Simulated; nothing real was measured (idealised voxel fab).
A process module follows: voxel lift off.
155 nm wide, 5 nm square cells: that's cross-section cut.
Just so we're on the same page, the cross-sections are grids of square cells, and they're listed out in bands top to bottom, each band one or more rows deep.
The entry gives the band's vertical extent as a top height and a bottom height in nm, then its horizontal make-up as materials from left to right, each with a width in nm. "air" stands for empty space; a single material marked "edge to edge" fills the band edge to edge.
Convention: height 0 is the level below which the wafer, as received, is all one material. The lowest band does not terminate at the bottom but continues downward, represented as "0..down".
The two numbers in a width such as "30->40" mark its ends across the band: the first belongs to the top row of cells, the second to the bottom row, and from each row to the next the width moves by the same amount.
What does "remained the same" mean for a step? It means no cell of the cross-section changed in that step.
Under "Trapped voids" you'll find the enclosed gaps, the ones with no way out to the top, that are 8 cells or bigger; each reads width x height at distance, with distance counted from the left edge, everything in nm.
On each step's line, the part that comes after the settings is the simulator's own comment on the step.
When a step includes a mask, the "overlay nm" setting on its line states how far to the right of its planned place that mask lay, and negative values state how far to the left.
Steps in the process plan:
1. RECEIVE,material Si
2. CONFORMAL_DEP,material SiN,thk nm 10
3. PATTERN,tone open,mask id LINES,material resist,width nm 15,pitch nm 40,thk nm 25,overlay nm 0
4. DIRECTIONAL_DEP,material Ru,thk nm 15
5. STRIP,etch materials resist
6. CONFORMAL_DEP,material SiO2,thk nm 5
Step 1 complete: cross-section of the wafer as received:
    0..down  Si edge to edge
    Trapped voids: none
Below is the wafer in cross-section after the module was completed. It began from the starting point shown above and followed the plan shown above, except that one mistake was made while running it:
    25..20  25 of air, then 25 of SiO2, then 15 of air, then 25 of SiO2, then 15 of air, then 25 of SiO2, then 25 of air
    20..10  25 of air, then 5 of SiO2, then 15 of Ru, then 5 of SiO2, then 15 of air, then 5 of SiO2, then 15 of Ru, then 5 of SiO2, then 15 of air, then 5 of SiO2, then 15 of Ru, then 5 of SiO2, then 25 of air
    10..5  30 of SiO2, then 15 of Ru, then 25 of SiO2, then 15 of Ru, then 25 of SiO2, then 15 of Ru, then 30 of SiO2
    5..0  SiN edge to edge
    0..down  Si edge to edge
    Trapped voids: none
Deviation noted in wafer processing: step 2 changed vs plan, executed as CONFORMAL_DEP,material SiN,thk nm 5
